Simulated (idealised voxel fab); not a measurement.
Title: Process Module voxel local oxidation
Square cells of 5 nm make up the cross-section cut, whose width is 250 nm.
How to read a cross-section here: the picture is a grid of square cells, written as bands going from the top down, and any band can span one or more rows of cells.
Top height, bottom height, nm. Materials left to right, width each, nm. Single material + "full width" = fills band edge to edge. "air" = empty.
The level at which height equals 0 is the one under which the wafer, as it arrives, is entirely one material. No lower edge exists for the bottom band, which continues downward and is notated as in "0 -> down".
Width: "30 to 40" (first number = top row, second number = bottom row, same change from row to row of cells).
Reading "no modification" for a step: not a cell of the cross-section changed in it.
The entry "Sealed void inventory" lists the empty spaces that cover at least 8 cells and have no open path to the top. Each is written as width x height at distance, where the distance is measured from the left edge and all three values are in nm.
Where a step's line continues beyond its settings, the continuation is a remark by the simulator itself on that step.
Regarding "overlay nm": on a step with a mask, it is the distance the mask lay to the right of its planned place; a negative value places it to the left.
**The planned process steps are enumerated hereunder**
1: RECEIVE with material Si
2: CONFORMAL_DEP with material SiO2, thk nm 5
3: CONFORMAL_DEP with material SiN, thk nm 15
4: PATTERN with tone cover, mask id ACTIVE, material resist, width nm 130, thk nm 15, overlay nm 0
5: DIRECTIONAL_ETCH with etch materials SiN, depth nm 15
6: STRIP with etch materials resist
7: SELECTIVE_ETCH with etch materials SiO2, depth nm 5
8: OXIDIZE with depth nm 15
9: STRIP with etch materials SiN
**First wafer out of two, processed as planned**
**Incoming wafer in cross-section (state: after step 1)**
  0 -> down: Si full width
  Sealed void inventory: none
**Step 2 done - wafer cross-section**
  5 -> 0: SiO2 full width
  below 0: unchanged
**Step 3 done - wafer cross-section**
  20 -> 5: SiN full width
  below 5: unchanged
**Step 4 done - wafer cross-section**
  35 -> 20: air: 60; resist: 130; air: 60
  below 20: unchanged
**Step 5 done - wafer cross-section**
  35 -> 20: air: 60; resist: 130; air: 60
  20 -> 5: air: 60; SiN: 130; air: 60
  below 5: unchanged
**Step 6 done - wafer cross-section**
  20 -> 5: air: 60; SiN: 130; air: 60
  below 5: unchanged
**Step 7 done - wafer cross-section**
  20 -> 5: air: 60; SiN: 130; air: 60
  5 -> 0: air: 65; SiO2: 120; air: 65
  below 0: unchanged
**Step 8 done - wafer cross-section**
  20 -> 5: air: 60; SiN: 130; air: 60
  5 -> 0: air: 65; SiO2: 120; air: 65
  0 -> -15: SiO2: 80; Si: 90; SiO2: 80
  below -15: unchanged
**Step 9 done - wafer cross-section**
  5 -> 0: air: 65; SiO2: 120; air: 65
  below 0: unchanged
**Wafer two. Same start, same plan, one slip in execution. Same as wafer one through step 3, inclusive**
**Second wafer cross-section, taken as of the time the plan sets for step 4 to be done**
  35 -> 20: resist: 60; air: 130; resist: 60
  below 20: unchanged
**Second wafer cross-section, taken as of the time the plan sets for step 5 to be done**
  35 -> 20: resist: 60; air: 130; resist: 60
  20 -> 5: SiN: 60; air: 130; SiN: 60
  below 5: unchanged
**Second wafer cross-section, taken as of the time the plan sets for step 6 to be done**
  20 -> 5: SiN: 60; air: 130; SiN: 60
  below 5: unchanged
**Second wafer cross-section, taken as of the time the plan sets for step 7 to be done**
  20 -> 5: SiN: 60; air: 130; SiN: 60
  5 -> 0: SiO2: 55; air: 140; SiO2: 55
  below 0: unchanged
**Second wafer cross-section, taken as of the time the plan sets for step 8 to be done**
  20 -> 5: SiN: 60; air: 130; SiN: 60
  5 -> 0: SiO2: 55; air: 140; SiO2: 55
  0 -> -15: Si: 40; SiO2: 170; Si: 40
  below -15: unchanged
**Second wafer cross-section, taken as of the time the plan sets for step 9 to be done**
  5 -> 0: SiO2: 55; air: 140; SiO2: 55
  below 0: unchanged
what went wrong: step 4 off recipe, ran as PATTERN with tone open, mask id ACTIVE, material resist, width nm 130, thk nm 15, overlay nm 0
At the finish, the second wafer shows more or fewer cells for some materials than the first does: 6 fewer of Si, 4 more of SiO2
